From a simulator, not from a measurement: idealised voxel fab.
process module | voxel trench capacitor
cross-section cut | 205 nm wide | cells 5 nm
A cross-section is a grid of square cells, given in bands from the top down. A band is one or more rows of cells.
Each band's line starts with the height of the band's top and of its bottom, in nm. Then come its materials from left to right, each with its width in nm. One material with "throughout" fills the band from edge to edge. "air" is empty space.
Height 0 is the level under which the wafer as received is all one material. The lowest band goes on downwards, as in "0 down".
A width such as "30 to 40" changes by the same amount from each row of cells to the next, from the band's top row to its bottom row.
"no change" after a step means that no cell of the cross-section changed.
closed voids: empty space of 8 cells or more with no open way to the top, each as width x height at its distance from the left edge, in nm
after a step's settings: what the simulator itself notes on the step
overlay nm, on a step with a mask: how far to the right of its planned place the mask lay; to the left if negative
plan
1 op RECEIVE | material Si
2 op CONFORMAL_DEP | material SiN | thk nm 10
3 op DIRECTIONAL_DEP | material aC | thk nm 15
4 op PATTERN | tone open | mask id TRENCH | material resist | width nm 25 | pitch nm 50 | thk nm 35 | overlay nm 0
5 op DIRECTIONAL_ETCH | etch materials aC | depth nm 15
6 op STRIP | etch materials resist
7 op DIRECTIONAL_ETCH | etch materials SiN | depth nm 10
8 op DIRECTIONAL_ETCH | etch materials Si | depth nm 25
9 op STRIP | etch materials aC
10 op CONFORMAL_DEP | material SiO2 | thk nm 5
11 op FILL_DEP | material polySi | thk nm 10
12 op CMP | height nm 10
first wafer, as planned
as received, after step 1
  0 down: Si throughout
  closed voids: none
after step 2
  10 to 0: SiN throughout
  below 0: unchanged
after step 3
  25 to 10: aC throughout
  below 10: unchanged
after step 4
  60 to 25: resist 40 | air 25 | resist 25 | air 25 | resist 25 | air 25 | resist 40
  below 25: unchanged
after step 5
  45 to 25: resist 40 | air 25 | resist 25 | air 25 | resist 25 | air 25 | resist 40
  25 to 10: aC 40 | air 25 | aC 25 | air 25 | aC 25 | air 25 | aC 40
  below 10: unchanged
after step 6
  25 to 10: aC 40 | air 25 | aC 25 | air 25 | aC 25 | air 25 | aC 40
  below 10: unchanged
after step 7
  25 to 10: aC 40 | air 25 | aC 25 | air 25 | aC 25 | air 25 | aC 40
  10 to 0: SiN 40 | air 25 | SiN 25 | air 25 | SiN 25 | air 25 | SiN 40
  below 0: unchanged
after step 8
  25 to 10: aC 40 | air 25 | aC 25 | air 25 | aC 25 | air 25 | aC 40
  10 to 0: SiN 40 | air 25 | SiN 25 | air 25 | SiN 25 | air 25 | SiN 40
  0 to -25: Si 40 | air 25 | Si 25 | air 25 | Si 25 | air 25 | Si 40
  below -25: unchanged
after step 9
  10 to 0: SiN 40 | air 25 | SiN 25 | air 25 | SiN 25 | air 25 | SiN 40
  below 0: unchanged
after step 10
  15 to 10: SiO2 45 | air 15 | SiO2 35 | air 15 | SiO2 35 | air 15 | SiO2 45
  10 to 0: SiN 40 | SiO2 5 | air 15 | SiO2 5 | SiN 25 | SiO2 5 | air 15 | SiO2 5 | SiN 25 | SiO2 5 | air 15 | SiO2 5 | SiN 40
  0 to -20: Si 40 | SiO2 5 | air 15 | SiO2 5 | Si 25 | SiO2 5 | air 15 | SiO2 5 | Si 25 | SiO2 5 | air 15 | SiO2 5 | Si 40
  -20 to -25: Si 40 | SiO2 25 | Si 25 | SiO2 25 | Si 25 | SiO2 25 | Si 40
  below -25: unchanged
after step 11
  25 to 15: polySi throughout
  15 to 10: SiO2 45 | polySi 15 | SiO2 35 | polySi 15 | SiO2 35 | polySi 15 | SiO2 45
  10 to 0: SiN 40 | SiO2 5 | polySi 15 | SiO2 5 | SiN 25 | SiO2 5 | polySi 15 | SiO2 5 | SiN 25 | SiO2 5 | polySi 15 | SiO2 5 | SiN 40
  0 to -20: Si 40 | SiO2 5 | polySi 15 | SiO2 5 | Si 25 | SiO2 5 | polySi 15 | SiO2 5 | Si 25 | SiO2 5 | polySi 15 | SiO2 5 | Si 40
  below -20: unchanged
after step 12
  10 to 0: SiN 40 | SiO2 5 | polySi 15 | SiO2 5 | SiN 25 | SiO2 5 | polySi 15 | SiO2 5 | SiN 25 | SiO2 5 | polySi 15 | SiO2 5 | SiN 40
  below 0: unchanged
second wafer: like start, like plan, one mistake. Through step 3 it matches the first wafer
when step 4 should have ended
  60 to 25: resist 45 | air 25 | resist 25 | air 25 | resist 25 | air 25 | resist 35
  below 25: unchanged
when step 5 should have ended
  45 to 25: resist 45 | air 25 | resist 25 | air 25 | resist 25 | air 25 | resist 35
  25 to 10: aC 45 | air 25 | aC 25 | air 25 | aC 25 | air 25 | aC 35
  below 10: unchanged
when step 6 should have ended
  25 to 10: aC 45 | air 25 | aC 25 | air 25 | aC 25 | air 25 | aC 35
  below 10: unchanged
when step 7 should have ended
  25 to 10: aC 45 | air 25 | aC 25 | air 25 | aC 25 | air 25 | aC 35
  10 to 0: SiN 45 | air 25 | SiN 25 | air 25 | SiN 25 | air 25 | SiN 35
  below 0: unchanged
when step 8 should have ended
  25 to 10: aC 45 | air 25 | aC 25 | air 25 | aC 25 | air 25 | aC 35
  10 to 0: SiN 45 | air 25 | SiN 25 | air 25 | SiN 25 | air 25 | SiN 35
  0 to -25: Si 45 | air 25 | Si 25 | air 25 | Si 25 | air 25 | Si 35
  below -25: unchanged
when step 9 should have ended
  10 to 0: SiN 45 | air 25 | SiN 25 | air 25 | SiN 25 | air 25 | SiN 35
  below 0: unchanged
when step 10 should have ended
  15 to 10: SiO2 50 | air 15 | SiO2 35 | air 15 | SiO2 35 | air 15 | SiO2 40
  10 to 0: SiN 45 | SiO2 5 | air 15 | SiO2 5 | SiN 25 | SiO2 5 | air 15 | SiO2 5 | SiN 25 | SiO2 5 | air 15 | SiO2 5 | SiN 35
  0 to -20: Si 45 | SiO2 5 | air 15 | SiO2 5 | Si 25 | SiO2 5 | air 15 | SiO2 5 | Si 25 | SiO2 5 | air 15 | SiO2 5 | Si 35
  -20 to -25: Si 45 | SiO2 25 | Si 25 | SiO2 25 | Si 25 | SiO2 25 | Si 35
  below -25: unchanged
when step 11 should have ended
  25 to 15: polySi throughout
  15 to 10: SiO2 50 | polySi 15 | SiO2 35 | polySi 15 | SiO2 35 | polySi 15 | SiO2 40
  10 to 0: SiN 45 | SiO2 5 | polySi 15 | SiO2 5 | SiN 25 | SiO2 5 | polySi 15 | SiO2 5 | SiN 25 | SiO2 5 | polySi 15 | SiO2 5 | SiN 35
  0 to -20: Si 45 | SiO2 5 | polySi 15 | SiO2 5 | Si 25 | SiO2 5 | polySi 15 | SiO2 5 | Si 25 | SiO2 5 | polySi 15 | SiO2 5 | Si 35
  below -20: unchanged
when step 12 should have ended
  10 to 0: SiN 45 | SiO2 5 | polySi 15 | SiO2 5 | SiN 25 | SiO2 5 | polySi 15 | SiO2 5 | SiN 25 | SiO2 5 | polySi 15 | SiO2 5 | SiN 35
  below 0: unchanged
what went wrong: step 4 ran as: op PATTERN | tone open | mask id TRENCH | material resist | width nm 25 | pitch nm 50 | thk nm 35 | overlay nm 5
at the end the second wafer has, in cells: as many of each material as the first, in other places
